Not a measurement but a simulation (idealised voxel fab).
process module | voxel transistor to metal
cross-section cut | 150 nm wide | cells 5 nm
A cross-section is a grid of square cells, given in bands from the top down. A band is one or more rows of cells.
Each band's line starts with the height of the band's top and of its bottom, in nm. Then come its materials from left to right, each with its width in nm. One material with "throughout" fills the band from edge to edge. "air" is empty space.
Height 0 is the level under which the wafer as received is all one material. The lowest band goes on downwards, as in "0 down".
A width such as "30 to 40" changes by the same amount from each row of cells to the next, from the band's top row to its bottom row.
"no change" after a step means that no cell of the cross-section changed.
closed voids: empty space of 8 cells or more with no open way to the top, each as width x height at its distance from the left edge, in nm
after a step's settings: what the simulator itself notes on the step
overlay nm, on a step with a mask: how far to the right of its planned place the mask lay; to the left if negative
plan
1 op RECEIVE | material Si
2 op CONFORMAL_DEP | material SiO2 | thk nm 5
3 op CONFORMAL_DEP | material SiN | thk nm 15
4 op DIRECTIONAL_DEP | material aC | thk nm 15
5 op PATTERN | tone cover | mask id ACTIVE | material resist | width nm 100 | thk nm 35 | overlay nm 0
6 op DIRECTIONAL_ETCH | etch materials aC | depth nm 15
7 op STRIP | etch materials resist
8 op DIRECTIONAL_ETCH | etch materials SiN | depth nm 15
9 op DIRECTIONAL_ETCH | etch materials SiO2 | depth nm 5
10 op DIRECTIONAL_ETCH | etch materials Si | depth nm 25
11 op STRIP | etch materials aC
12 op OXIDIZE | depth nm 5
13 op FILL_DEP | material SiO2 | thk nm 10
14 op CMP | height nm 20
15 op SELECTIVE_ETCH | etch materials SiO2 | depth nm 10
16 op STRIP | etch materials SiN
17 op SELECTIVE_ETCH | etch materials SiO2 | depth nm 5
18 op OXIDIZE | depth nm 5
19 op DIRECTIONAL_DEP | material polySi | thk nm 20
20 op DIRECTIONAL_DEP | material SiCN | thk nm 15
21 op PATTERN | tone cover | mask id GATE | material resist | width nm 20 | thk nm 15 | overlay nm 0
22 op DIRECTIONAL_ETCH | etch materials SiCN | depth nm 25
23 op DIRECTIONAL_ETCH | etch materials polySi | depth nm 30
24 op STRIP | etch materials resist
25 op CONFORMAL_DEP | material SiN | thk nm 10
26 op DIRECTIONAL_ETCH | etch materials SiN | depth nm 10
27 op DIRECTIONAL_ETCH | etch materials SiO2 | depth nm 5
28 op DIRECTIONAL_ETCH | etch materials Si | depth nm 15
29 op EPI | material nSi | thk nm 15
30 op FILL_DEP | material SiO2 | thk nm 5
31 op CMP | height nm 35
32 op DIRECTIONAL_DEP | material SiO2 | thk nm 15
33 op MASKED_ETCH | tone open | mask id CONTACT | width nm 30 | pitch nm 60 | etch materials SiO2 | depth nm 55 | overlay nm 0
34 op CONFORMAL_DEP | material TiN | thk nm 5
35 op FILL_DEP | material W | thk nm 10
36 op CMP | height nm 50
37 op CONFORMAL_DEP | material SiN | thk nm 5
38 op DIRECTIONAL_DEP | material SiO2 | thk nm 15
39 op MASKED_ETCH | tone open | mask id METAL_1 | width nm 15 | pitch nm 75 | etch materials SiO2 | depth nm 15 | overlay nm 0
40 op MASKED_ETCH | tone open | mask id METAL_1 | width nm 15 | pitch nm 75 | etch materials SiN | depth nm 5 | overlay nm 0
41 op CONFORMAL_DEP | material TiN | thk nm 5
42 op FILL_DEP | material Cu | thk nm 10
43 op CMP | height nm 70
44 op CONFORMAL_DEP | material SiCN | thk nm 5
45 op DIRECTIONAL_DEP | material SiO2 | thk nm 35
46 op PATTERN | tone open | mask id METAL_2 | material resist | width nm 15 | pitch nm 75 | thk nm 20 | overlay nm 0
47 op DIRECTIONAL_ETCH | etch materials SiO2 | depth nm 20
48 op STRIP | etch materials resist
49 op DIRECTIONAL_DEP | material aC | thk nm 15
50 op PATTERN | tone open | mask id METAL_2_HOLES | material resist | width nm 15 | pitch nm 75 | thk nm 30 | overlay nm 0
51 op DIRECTIONAL_ETCH | etch materials aC | depth nm 15
52 op STRIP | etch materials resist
53 op DIRECTIONAL_ETCH | etch materials SiO2 | depth nm 15
54 op DIRECTIONAL_ETCH | etch materials SiCN | depth nm 5
55 op STRIP | etch materials aC
56 op CONFORMAL_DEP | material TiN | thk nm 5
57 op FILL_DEP | material Cu | thk nm 5
58 op CMP | height nm 110
59 op CONFORMAL_DEP | material SiN | thk nm 5
first wafer, as planned
as received, after step 1
  0 down: Si throughout
  closed voids: none
after step 2
  5 to 0: SiO2 throughout
  below 0: unchanged
after step 3
  20 to 5: SiN throughout
  below 5: unchanged
after step 4
  35 to 20: aC throughout
  below 20: unchanged
after step 5
  70 to 35: air 25 | resist 100 | air 25
  below 35: unchanged
after step 6
  55 to 35: air 25 | resist 100 | air 25
  35 to 20: air 25 | aC 100 | air 25
  below 20: unchanged
after step 7
  35 to 20: air 25 | aC 100 | air 25
  below 20: unchanged
after step 8
  35 to 20: air 25 | aC 100 | air 25
  20 to 5: air 25 | SiN 100 | air 25
  below 5: unchanged
after step 9
  35 to 20: air 25 | aC 100 | air 25
  20 to 5: air 25 | SiN 100 | air 25
  5 to 0: air 25 | SiO2 100 | air 25
  below 0: unchanged
after step 10
  35 to 20: air 25 | aC 100 | air 25
  20 to 5: air 25 | SiN 100 | air 25
  5 to 0: air 25 | SiO2 100 | air 25
  0 to -25: air 25 | Si 100 | air 25
  below -25: unchanged
after step 11
  20 to 5: air 25 | SiN 100 | air 25
  below 5: unchanged
after step 12
  20 to 5: air 25 | SiN 100 | air 25
  5 to 0: air 25 | SiO2 100 | air 25
  0 to -25: air 25 | SiO2 5 | Si 90 | SiO2 5 | air 25
  -25 to -30: SiO2 30 | Si 90 | SiO2 30
  below -30: unchanged
after step 13
  30 to 20: SiO2 throughout
  20 to 5: SiO2 25 | SiN 100 | SiO2 25
  5 to 0: SiO2 throughout
  0 to -30: SiO2 30 | Si 90 | SiO2 30
  below -30: unchanged
after step 14
  20 to 5: SiO2 25 | SiN 100 | SiO2 25
  below 5: unchanged
after step 15
  20 to 10: air 25 | SiN 100 | air 25
  below 10: unchanged
after step 16
  10 to 5: SiO2 25 | air 100 | SiO2 25
  below 5: unchanged
after step 17
  5 to 0: SiO2 20 | air 110 | SiO2 20
  below 0: unchanged
after step 18
  5 to 0: SiO2 20 | air 110 | SiO2 20
  0 to -5: SiO2 throughout
  below -5: unchanged
after step 19
  25 to 20: polySi 20 | air 110 | polySi 20
  20 to 5: polySi throughout
  5 to 0: SiO2 20 | polySi 110 | SiO2 20
  below 0: unchanged
after step 20
  40 to 35: SiCN 20 | air 110 | SiCN 20
  35 to 25: SiCN throughout
  25 to 20: polySi 20 | SiCN 110 | polySi 20
  below 20: unchanged
after step 21
  55 to 40: air 65 | resist 20 | air 65
  40 to 35: SiCN 20 | air 45 | resist 20 | air 45 | SiCN 20
  below 35: unchanged
after step 22
  55 to 35: air 65 | resist 20 | air 65
  35 to 25: air 65 | SiCN 20 | air 65
  25 to 20: polySi 20 | air 45 | SiCN 20 | air 45 | polySi 20
  below 20: unchanged
after step 23
  55 to 35: air 65 | resist 20 | air 65
  35 to 20: air 65 | SiCN 20 | air 65
  20 to 5: air 65 | polySi 20 | air 65
  5 to 0: SiO2 20 | air 45 | polySi 20 | air 45 | SiO2 20
  below 0: unchanged
after step 24
  35 to 20: air 65 | SiCN 20 | air 65
  below 20: unchanged
after step 25
  45 to 35: air 55 | SiN 40 | air 55
  35 to 20: air 55 | SiN 10 | SiCN 20 | SiN 10 | air 55
  20 to 15: air 55 | SiN 10 | polySi 20 | SiN 10 | air 55
  15 to 10: SiN 30 | air 25 | SiN 10 | polySi 20 | SiN 10 | air 25 | SiN 30
  10 to 5: SiN 65 | polySi 20 | SiN 65
  5 to 0: SiO2 20 | SiN 45 | polySi 20 | SiN 45 | SiO2 20
  below 0: unchanged
after step 26
  35 to 20: air 55 | SiN 10 | SiCN 20 | SiN 10 | air 55
  20 to 5: air 55 | SiN 10 | polySi 20 | SiN 10 | air 55
  5 to 0: SiO2 20 | SiN 10 | air 25 | SiN 10 | polySi 20 | SiN 10 | air 25 | SiN 10 | SiO2 20
  below 0: unchanged
after step 27
  35 to 20: air 55 | SiN 10 | SiCN 20 | SiN 10 | air 55
  20 to 5: air 55 | SiN 10 | polySi 20 | SiN 10 | air 55
  5 to 0: air 20 | SiN 10 | air 25 | SiN 10 | polySi 20 | SiN 10 | air 25 | SiN 10 | air 20
  0 to -5: SiO2 30 | air 25 | SiO2 40 | air 25 | SiO2 30
  below -5: unchanged
after step 28
  35 to 20: air 55 | SiN 10 | SiCN 20 | SiN 10 | air 55
  20 to 5: air 55 | SiN 10 | polySi 20 | SiN 10 | air 55
  5 to 0: air 20 | SiN 10 | air 25 | SiN 10 | polySi 20 | SiN 10 | air 25 | SiN 10 | air 20
  0 to -5: SiO2 30 | air 25 | SiO2 40 | air 25 | SiO2 30
  -5 to -20: SiO2 30 | air 25 | Si 40 | air 25 | SiO2 30
  below -20: unchanged
after step 29
  35 to 20: air 55 | SiN 10 | SiCN 20 | SiN 10 | air 55
  20 to 10: air 55 | SiN 10 | polySi 20 | SiN 10 | air 55
  10 to 5: air 40 | nSi 15 | SiN 10 | polySi 20 | SiN 10 | nSi 15 | air 40
  5 to 0: air 20 | SiN 10 | air 10 | nSi 15 | SiN 10 | polySi 20 | SiN 10 | nSi 15 | air 10 | SiN 10 | air 20
  0 to -5: SiO2 30 | air 10 | nSi 15 | SiO2 40 | nSi 15 | air 10 | SiO2 30
  -5 to -20: SiO2 30 | nSi 25 | Si 40 | nSi 25 | SiO2 30
  below -20: unchanged
after step 30
  40 to 35: SiO2 throughout
  35 to 20: SiO2 55 | SiN 10 | SiCN 20 | SiN 10 | SiO2 55
  20 to 10: SiO2 55 | SiN 10 | polySi 20 | SiN 10 | SiO2 55
  10 to 5: SiO2 40 | nSi 15 | SiN 10 | polySi 20 | SiN 10 | nSi 15 | SiO2 40
  5 to 0: SiO2 20 | SiN 10 | SiO2 10 | nSi 15 | SiN 10 | polySi 20 | SiN 10 | nSi 15 | SiO2 10 | SiN 10 | SiO2 20
  0 to -5: SiO2 40 | nSi 15 | SiO2 40 | nSi 15 | SiO2 40
  below -5: unchanged
after step 31
  35 to 20: SiO2 55 | SiN 10 | SiCN 20 | SiN 10 | SiO2 55
  below 20: unchanged
after step 32
  50 to 35: SiO2 throughout
  below 35: unchanged
after step 33
  50 to 35: SiO2 30 | air 30 | SiO2 30 | air 30 | SiO2 30
  35 to 20: SiO2 30 | air 25 | SiN 10 | SiCN 20 | SiN 10 | air 25 | SiO2 30
  20 to 10: SiO2 30 | air 25 | SiN 10 | polySi 20 | SiN 10 | air 25 | SiO2 30
  10 to 5: SiO2 30 | air 10 | nSi 15 | SiN 10 | polySi 20 | SiN 10 | nSi 15 | air 10 | SiO2 30
  5 to 0: SiO2 20 | SiN 10 | air 10 | nSi 15 | SiN 10 | polySi 20 | SiN 10 | nSi 15 | air 10 | SiN 10 | SiO2 20
  0 to -5: SiO2 30 | air 10 | nSi 15 | SiO2 40 | nSi 15 | air 10 | SiO2 30
  below -5: unchanged
after step 34
  55 to 50: TiN 35 | air 20 | TiN 40 | air 20 | TiN 35
  50 to 40: SiO2 30 | TiN 5 | air 20 | TiN 5 | SiO2 30 | TiN 5 | air 20 | TiN 5 | SiO2 30
  40 to 35: SiO2 30 | TiN 5 | air 15 | TiN 10 | SiO2 30 | TiN 10 | air 15 | TiN 5 | SiO2 30
  35 to 20: SiO2 30 | TiN 5 | air 15 | TiN 5 | SiN 10 | SiCN 20 | SiN 10 | TiN 5 | air 15 | TiN 5 | SiO2 30
  20 to 15: SiO2 30 | TiN 5 | air 15 | TiN 5 | SiN 10 | polySi 20 | SiN 10 | TiN 5 | air 15 | TiN 5 | SiO2 30
  15 to 10: SiO2 30 | TiN 25 | SiN 10 | polySi 20 | SiN 10 | TiN 25 | SiO2 30
  10 to 5: SiO2 30 | TiN 10 | nSi 15 | SiN 10 | polySi 20 | SiN 10 | nSi 15 | TiN 10 | SiO2 30
  5 to 0: SiO2 20 | SiN 10 | TiN 10 | nSi 15 | SiN 10 | polySi 20 | SiN 10 | nSi 15 | TiN 10 | SiN 10 | SiO2 20
  0 to -5: SiO2 30 | TiN 10 | nSi 15 | SiO2 40 | nSi 15 | TiN 10 | SiO2 30
  below -5: unchanged
after step 35
  65 to 55: W throughout
  55 to 50: TiN 35 | W 20 | TiN 40 | W 20 | TiN 35
  50 to 40: SiO2 30 | TiN 5 | W 20 | TiN 5 | SiO2 30 | TiN 5 | W 20 | TiN 5 | SiO2 30
  40 to 35: SiO2 30 | TiN 5 | W 15 | TiN 10 | SiO2 30 | TiN 10 | W 15 | TiN 5 | SiO2 30
  35 to 20: SiO2 30 | TiN 5 | W 15 | TiN 5 | SiN 10 | SiCN 20 | SiN 10 | TiN 5 | W 15 | TiN 5 | SiO2 30
  20 to 15: SiO2 30 | TiN 5 | W 15 | TiN 5 | SiN 10 | polySi 20 | SiN 10 | TiN 5 | W 15 | TiN 5 | SiO2 30
  below 15: unchanged
after step 36
  50 to 40: SiO2 30 | TiN 5 | W 20 | TiN 5 | SiO2 30 | TiN 5 | W 20 | TiN 5 | SiO2 30
  below 40: unchanged
after step 37
  55 to 50: SiN throughout
  below 50: unchanged
after step 38
  70 to 55: SiO2 throughout
  below 55: unchanged
after step 39
  70 to 55: SiO2 30 | air 15 | SiO2 60 | air 15 | SiO2 30
  below 55: unchanged
after step 40
  70 to 55: SiO2 30 | air 15 | SiO2 60 | air 15 | SiO2 30
  55 to 50: SiN 30 | air 15 | SiN 60 | air 15 | SiN 30
  below 50: unchanged
after step 41
  75 to 70: TiN 35 | air 5 | TiN 70 | air 5 | TiN 35
  70 to 55: SiO2 30 | TiN 5 | air 5 | TiN 5 | SiO2 60 | TiN 5 | air 5 | TiN 5 | SiO2 30
  55 to 50: SiN 30 | TiN 15 | SiN 60 | TiN 15 | SiN 30
  below 50: unchanged
after step 42
  85 to 75: Cu throughout
  75 to 70: TiN 35 | Cu 5 | TiN 70 | Cu 5 | TiN 35
  70 to 55: SiO2 30 | TiN 5 | Cu 5 | TiN 5 | SiO2 60 | TiN 5 | Cu 5 | TiN 5 | SiO2 30
  below 55: unchanged
after step 43
  70 to 55: SiO2 30 | TiN 5 | Cu 5 | TiN 5 | SiO2 60 | TiN 5 | Cu 5 | TiN 5 | SiO2 30
  below 55: unchanged
after step 44
  75 to 70: SiCN throughout
  below 70: unchanged
after step 45
  110 to 75: SiO2 throughout
  below 75: unchanged
after step 46
  130 to 110: resist 30 | air 15 | resist 60 | air 15 | resist 30
  below 110: unchanged
after step 47
  130 to 110: resist 30 | air 15 | resist 60 | air 15 | resist 30
  110 to 90: SiO2 30 | air 15 | SiO2 60 | air 15 | SiO2 30
  below 90: unchanged
after step 48
  110 to 90: SiO2 30 | air 15 | SiO2 60 | air 15 | SiO2 30
  below 90: unchanged
after step 49
  125 to 110: aC 30 | air 15 | aC 60 | air 15 | aC 30
  110 to 105: SiO2 30 | air 15 | SiO2 60 | air 15 | SiO2 30
  105 to 90: SiO2 30 | aC 15 | SiO2 60 | aC 15 | SiO2 30
  below 90: unchanged
after step 50
  155 to 125: resist 30 | air 15 | resist 60 | air 15 | resist 30
  below 125: unchanged
after step 51
  140 to 125: resist 30 | air 15 | resist 60 | air 15 | resist 30
  125 to 110: aC 30 | air 15 | aC 60 | air 15 | aC 30
  110 to 90: SiO2 30 | air 15 | SiO2 60 | air 15 | SiO2 30
  below 90: unchanged
after step 52
  125 to 110: aC 30 | air 15 | aC 60 | air 15 | aC 30
  below 110: unchanged
after step 53
  125 to 110: aC 30 | air 15 | aC 60 | air 15 | aC 30
  110 to 75: SiO2 30 | air 15 | SiO2 60 | air 15 | SiO2 30
  below 75: unchanged
after step 54
  125 to 110: aC 30 | air 15 | aC 60 | air 15 | aC 30
  110 to 75: SiO2 30 | air 15 | SiO2 60 | air 15 | SiO2 30
  75 to 70: SiCN 30 | air 15 | SiCN 60 | air 15 | SiCN 30
  below 70: unchanged
after step 55
  110 to 75: SiO2 30 | air 15 | SiO2 60 | air 15 | SiO2 30
  below 75: unchanged
after step 56
  115 to 110: TiN 35 | air 5 | TiN 70 | air 5 | TiN 35
  110 to 75: SiO2 30 | TiN 5 | air 5 | TiN 5 | SiO2 60 | TiN 5 | air 5 | TiN 5 | SiO2 30
  75 to 70: SiCN 30 | TiN 15 | SiCN 60 | TiN 15 | SiCN 30
  below 70: unchanged
after step 57
  120 to 115: Cu throughout
  115 to 110: TiN 35 | Cu 5 | TiN 70 | Cu 5 | TiN 35
  110 to 75: SiO2 30 | TiN 5 | Cu 5 | TiN 5 | SiO2 60 | TiN 5 | Cu 5 | TiN 5 | SiO2 30
  below 75: unchanged
after step 58
  110 to 75: SiO2 30 | TiN 5 | Cu 5 | TiN 5 | SiO2 60 | TiN 5 | Cu 5 | TiN 5 | SiO2 30
  below 75: unchanged
after step 59
  115 to 110: SiN throughout
  below 110: unchanged
second wafer: like start, like plan, one mistake. Through step 1 it matches the first wafer
when step 2 should have ended: no change
when step 3 should have ended
  15 to 0: SiN throughout
  below 0: unchanged
when step 4 should have ended
  30 to 15: aC throughout
  below 15: unchanged
when step 5 should have ended
  65 to 30: air 25 | resist 100 | air 25
  below 30: unchanged
when step 6 should have ended
  50 to 30: air 25 | resist 100 | air 25
  30 to 15: air 25 | aC 100 | air 25
  below 15: unchanged
when step 7 should have ended
  30 to 15: air 25 | aC 100 | air 25
  below 15: unchanged
when step 8 should have ended
  30 to 15: air 25 | aC 100 | air 25
  15 to 0: air 25 | SiN 100 | air 25
  below 0: unchanged
when step 9 should have ended: no change
when step 10 should have ended
  30 to 15: air 25 | aC 100 | air 25
  15 to 0: air 25 | SiN 100 | air 25
  0 to -25: air 25 | Si 100 | air 25
  below -25: unchanged
when step 11 should have ended
  15 to 0: air 25 | SiN 100 | air 25
  below 0: unchanged
when step 12 should have ended
  15 to 0: air 25 | SiN 100 | air 25
  0 to -25: air 25 | SiO2 5 | Si 90 | SiO2 5 | air 25
  -25 to -30: SiO2 30 | Si 90 | SiO2 30
  below -30: unchanged
when step 13 should have ended
  25 to 15: SiO2 throughout
  15 to 0: SiO2 25 | SiN 100 | SiO2 25
  0 to -30: SiO2 30 | Si 90 | SiO2 30
  below -30: unchanged
when step 14 should have ended
  20 to 15: SiO2 throughout
  below 15: unchanged
when step 15 should have ended
  15 to 10: air 25 | SiN 100 | air 25
  below 10: unchanged
when step 16 should have ended
  10 to 0: SiO2 25 | air 100 | SiO2 25
  below 0: unchanged
when step 17 should have ended
  5 to 0: SiO2 20 | air 110 | SiO2 20
  0 to -5: SiO2 20 | air 10 | Si 90 | air 10 | SiO2 20
  below -5: unchanged
when step 18 should have ended
  5 to 0: SiO2 20 | air 110 | SiO2 20
  0 to -5: SiO2 20 | air 10 | SiO2 90 | air 10 | SiO2 20
  -5 to -10: SiO2 35 | Si 80 | SiO2 35
  below -10: unchanged
when step 19 should have ended
  25 to 20: polySi 20 | air 110 | polySi 20
  20 to 15: polySi 20 | air 10 | polySi 90 | air 10 | polySi 20
  15 to 5: polySi throughout
  5 to 0: SiO2 20 | polySi 110 | SiO2 20
  0 to -5: SiO2 20 | polySi 10 | SiO2 90 | polySi 10 | SiO2 20
  below -5: unchanged
when step 20 should have ended
  40 to 35: SiCN 20 | air 110 | SiCN 20
  35 to 30: SiCN 20 | air 10 | SiCN 90 | air 10 | SiCN 20
  30 to 25: SiCN throughout
  25 to 20: polySi 20 | SiCN 110 | polySi 20
  20 to 15: polySi 20 | SiCN 10 | polySi 90 | SiCN 10 | polySi 20
  below 15: unchanged
when step 21 should have ended
  55 to 40: air 65 | resist 20 | air 65
  40 to 35: SiCN 20 | air 45 | resist 20 | air 45 | SiCN 20
  below 35: unchanged
when step 22 should have ended
  55 to 35: air 65 | resist 20 | air 65
  35 to 25: air 65 | SiCN 20 | air 65
  25 to 20: polySi 20 | air 45 | SiCN 20 | air 45 | polySi 20
  20 to 15: polySi 20 | air 10 | polySi 90 | air 10 | polySi 20
  below 15: unchanged
when step 23 should have ended
  55 to 35: air 65 | resist 20 | air 65
  35 to 20: air 65 | SiCN 20 | air 65
  20 to 5: air 65 | polySi 20 | air 65
  5 to 0: SiO2 20 | air 45 | polySi 20 | air 45 | SiO2 20
  0 to -5: SiO2 20 | air 10 | SiO2 90 | air 10 | SiO2 20
  below -5: unchanged
when step 24 should have ended
  35 to 20: air 65 | SiCN 20 | air 65
  below 20: unchanged
when step 25 should have ended
  45 to 35: air 55 | SiN 40 | air 55
  35 to 20: air 55 | SiN 10 | SiCN 20 | SiN 10 | air 55
  20 to 15: air 55 | SiN 10 | polySi 20 | SiN 10 | air 55
  15 to 10: SiN 30 | air 25 | SiN 10 | polySi 20 | SiN 10 | air 25 | SiN 30
  10 to 5: SiN 65 | polySi 20 | SiN 65
  5 to 0: SiO2 20 | SiN 45 | polySi 20 | SiN 45 | SiO2 20
  0 to -5: SiO2 20 | SiN 10 | SiO2 90 | SiN 10 | SiO2 20
  below -5: unchanged
when step 26 should have ended
  35 to 20: air 55 | SiN 10 | SiCN 20 | SiN 10 | air 55
  20 to 5: air 55 | SiN 10 | polySi 20 | SiN 10 | air 55
  5 to 0: SiO2 20 | SiN 10 | air 25 | SiN 10 | polySi 20 | SiN 10 | air 25 | SiN 10 | SiO2 20
  below 0: unchanged
when step 27 should have ended
  35 to 20: air 55 | SiN 10 | SiCN 20 | SiN 10 | air 55
  20 to 5: air 55 | SiN 10 | polySi 20 | SiN 10 | air 55
  5 to 0: air 20 | SiN 10 | air 25 | SiN 10 | polySi 20 | SiN 10 | air 25 | SiN 10 | air 20
  0 to -5: SiO2 20 | SiN 10 | air 25 | SiO2 40 | air 25 | SiN 10 | SiO2 20
  below -5: unchanged
when step 28 should have ended
  35 to 20: air 55 | SiN 10 | SiCN 20 | SiN 10 | air 55
  20 to 5: air 55 | SiN 10 | polySi 20 | SiN 10 | air 55
  5 to 0: air 20 | SiN 10 | air 25 | SiN 10 | polySi 20 | SiN 10 | air 25 | SiN 10 | air 20
  0 to -5: SiO2 20 | SiN 10 | air 25 | SiO2 40 | air 25 | SiN 10 | SiO2 20
  -5 to -10: SiO2 35 | air 20 | Si 40 | air 20 | SiO2 35
  -10 to -20: SiO2 30 | Si 5 | air 20 | Si 40 | air 20 | Si 5 | SiO2 30
  below -20: unchanged
when step 29 should have ended
  35 to 20: air 55 | SiN 10 | SiCN 20 | SiN 10 | air 55
  20 to 10: air 55 | SiN 10 | polySi 20 | SiN 10 | air 55
  10 to 5: air 40 | nSi 15 | SiN 10 | polySi 20 | SiN 10 | nSi 15 | air 40
  5 to 0: air 20 | SiN 10 | nSi 25 | SiN 10 | polySi 20 | SiN 10 | nSi 25 | SiN 10 | air 20
  0 to -5: SiO2 20 | SiN 10 | nSi 25 | SiO2 40 | nSi 25 | SiN 10 | SiO2 20
  -5 to -10: SiO2 35 | nSi 20 | Si 40 | nSi 20 | SiO2 35
  -10 to -20: SiO2 30 | Si 5 | nSi 20 | Si 40 | nSi 20 | Si 5 | SiO2 30
  below -20: unchanged
when step 30 should have ended
  40 to 35: SiO2 throughout
  35 to 20: SiO2 55 | SiN 10 | SiCN 20 | SiN 10 | SiO2 55
  20 to 10: SiO2 55 | SiN 10 | polySi 20 | SiN 10 | SiO2 55
  10 to 5: SiO2 40 | nSi 15 | SiN 10 | polySi 20 | SiN 10 | nSi 15 | SiO2 40
  5 to 0: SiO2 20 | SiN 10 | nSi 25 | SiN 10 | polySi 20 | SiN 10 | nSi 25 | SiN 10 | SiO2 20
  below 0: unchanged
when step 31 should have ended
  35 to 20: SiO2 55 | SiN 10 | SiCN 20 | SiN 10 | SiO2 55
  below 20: unchanged
when step 32 should have ended
  50 to 35: SiO2 throughout
  below 35: unchanged
when step 33 should have ended
  50 to 35: SiO2 30 | air 30 | SiO2 30 | air 30 | SiO2 30
  35 to 20: SiO2 30 | air 25 | SiN 10 | SiCN 20 | SiN 10 | air 25 | SiO2 30
  20 to 10: SiO2 30 | air 25 | SiN 10 | polySi 20 | SiN 10 | air 25 | SiO2 30
  10 to 5: SiO2 30 | air 10 | nSi 15 | SiN 10 | polySi 20 | SiN 10 | nSi 15 | air 10 | SiO2 30
  below 5: unchanged
when step 34 should have ended
  55 to 50: TiN 35 | air 20 | TiN 40 | air 20 | TiN 35
  50 to 40: SiO2 30 | TiN 5 | air 20 | TiN 5 | SiO2 30 | TiN 5 | air 20 | TiN 5 | SiO2 30
  40 to 35: SiO2 30 | TiN 5 | air 15 | TiN 10 | SiO2 30 | TiN 10 | air 15 | TiN 5 | SiO2 30
  35 to 20: SiO2 30 | TiN 5 | air 15 | TiN 5 | SiN 10 | SiCN 20 | SiN 10 | TiN 5 | air 15 | TiN 5 | SiO2 30
  20 to 15: SiO2 30 | TiN 5 | air 15 | TiN 5 | SiN 10 | polySi 20 | SiN 10 | TiN 5 | air 15 | TiN 5 | SiO2 30
  15 to 10: SiO2 30 | TiN 25 | SiN 10 | polySi 20 | SiN 10 | TiN 25 | SiO2 30
  10 to 5: SiO2 30 | TiN 10 | nSi 15 | SiN 10 | polySi 20 | SiN 10 | nSi 15 | TiN 10 | SiO2 30
  below 5: unchanged
when step 35 should have ended
  65 to 55: W throughout
  55 to 50: TiN 35 | W 20 | TiN 40 | W 20 | TiN 35
  50 to 40: SiO2 30 | TiN 5 | W 20 | TiN 5 | SiO2 30 | TiN 5 | W 20 | TiN 5 | SiO2 30
  40 to 35: SiO2 30 | TiN 5 | W 15 | TiN 10 | SiO2 30 | TiN 10 | W 15 | TiN 5 | SiO2 30
  35 to 20: SiO2 30 | TiN 5 | W 15 | TiN 5 | SiN 10 | SiCN 20 | SiN 10 | TiN 5 | W 15 | TiN 5 | SiO2 30
  20 to 15: SiO2 30 | TiN 5 | W 15 | TiN 5 | SiN 10 | polySi 20 | SiN 10 | TiN 5 | W 15 | TiN 5 | SiO2 30
  below 15: unchanged
when step 36 should have ended
  50 to 40: SiO2 30 | TiN 5 | W 20 | TiN 5 | SiO2 30 | TiN 5 | W 20 | TiN 5 | SiO2 30
  below 40: unchanged
when step 37 should have ended
  55 to 50: SiN throughout
  below 50: unchanged
when step 38 should have ended
  70 to 55: SiO2 throughout
  below 55: unchanged
when step 39 should have ended
  70 to 55: SiO2 30 | air 15 | SiO2 60 | air 15 | SiO2 30
  below 55: unchanged
when step 40 should have ended
  70 to 55: SiO2 30 | air 15 | SiO2 60 | air 15 | SiO2 30
  55 to 50: SiN 30 | air 15 | SiN 60 | air 15 | SiN 30
  below 50: unchanged
when step 41 should have ended
  75 to 70: TiN 35 | air 5 | TiN 70 | air 5 | TiN 35
  70 to 55: SiO2 30 | TiN 5 | air 5 | TiN 5 | SiO2 60 | TiN 5 | air 5 | TiN 5 | SiO2 30
  55 to 50: SiN 30 | TiN 15 | SiN 60 | TiN 15 | SiN 30
  below 50: unchanged
when step 42 should have ended
  85 to 75: Cu throughout
  75 to 70: TiN 35 | Cu 5 | TiN 70 | Cu 5 | TiN 35
  70 to 55: SiO2 30 | TiN 5 | Cu 5 | TiN 5 | SiO2 60 | TiN 5 | Cu 5 | TiN 5 | SiO2 30
  below 55: unchanged
when step 43 should have ended
  70 to 55: SiO2 30 | TiN 5 | Cu 5 | TiN 5 | SiO2 60 | TiN 5 | Cu 5 | TiN 5 | SiO2 30
  below 55: unchanged
when step 44 should have ended
  75 to 70: SiCN throughout
  below 70: unchanged
when step 45 should have ended
  110 to 75: SiO2 throughout
  below 75: unchanged
when step 46 should have ended
  130 to 110: resist 30 | air 15 | resist 60 | air 15 | resist 30
  below 110: unchanged
when step 47 should have ended
  130 to 110: resist 30 | air 15 | resist 60 | air 15 | resist 30
  110 to 90: SiO2 30 | air 15 | SiO2 60 | air 15 | SiO2 30
  below 90: unchanged
when step 48 should have ended
  110 to 90: SiO2 30 | air 15 | SiO2 60 | air 15 | SiO2 30
  below 90: unchanged
when step 49 should have ended
  125 to 110: aC 30 | air 15 | aC 60 | air 15 | aC 30
  110 to 105: SiO2 30 | air 15 | SiO2 60 | air 15 | SiO2 30
  105 to 90: SiO2 30 | aC 15 | SiO2 60 | aC 15 | SiO2 30
  below 90: unchanged
when step 50 should have ended
  155 to 125: resist 30 | air 15 | resist 60 | air 15 | resist 30
  below 125: unchanged
when step 51 should have ended
  140 to 125: resist 30 | air 15 | resist 60 | air 15 | resist 30
  125 to 110: aC 30 | air 15 | aC 60 | air 15 | aC 30
  110 to 90: SiO2 30 | air 15 | SiO2 60 | air 15 | SiO2 30
  below 90: unchanged
when step 52 should have ended
  125 to 110: aC 30 | air 15 | aC 60 | air 15 | aC 30
  below 110: unchanged
when step 53 should have ended
  125 to 110: aC 30 | air 15 | aC 60 | air 15 | aC 30
  110 to 75: SiO2 30 | air 15 | SiO2 60 | air 15 | SiO2 30
  below 75: unchanged
when step 54 should have ended
  125 to 110: aC 30 | air 15 | aC 60 | air 15 | aC 30
  110 to 75: SiO2 30 | air 15 | SiO2 60 | air 15 | SiO2 30
  75 to 70: SiCN 30 | air 15 | SiCN 60 | air 15 | SiCN 30
  below 70: unchanged
when step 55 should have ended
  110 to 75: SiO2 30 | air 15 | SiO2 60 | air 15 | SiO2 30
  below 75: unchanged
when step 56 should have ended
  115 to 110: TiN 35 | air 5 | TiN 70 | air 5 | TiN 35
  110 to 75: SiO2 30 | TiN 5 | air 5 | TiN 5 | SiO2 60 | TiN 5 | air 5 | TiN 5 | SiO2 30
  75 to 70: SiCN 30 | TiN 15 | SiCN 60 | TiN 15 | SiCN 30
  below 70: unchanged
when step 57 should have ended
  120 to 115: Cu throughout
  115 to 110: TiN 35 | Cu 5 | TiN 70 | Cu 5 | TiN 35
  110 to 75: SiO2 30 | TiN 5 | Cu 5 | TiN 5 | SiO2 60 | TiN 5 | Cu 5 | TiN 5 | SiO2 30
  below 75: unchanged
when step 58 should have ended
  110 to 75: SiO2 30 | TiN 5 | Cu 5 | TiN 5 | SiO2 60 | TiN 5 | Cu 5 | TiN 5 | SiO2 30
  below 75: unchanged
when step 59 should have ended
  115 to 110: SiN throughout
  below 110: unchanged
what went wrong: step 2 was left out
at the end the second wafer has, in cells: 4 more of Si | 4 more of SiN | 2 fewer of SiO2 | 8 fewer of TiN | 2 more of nSi
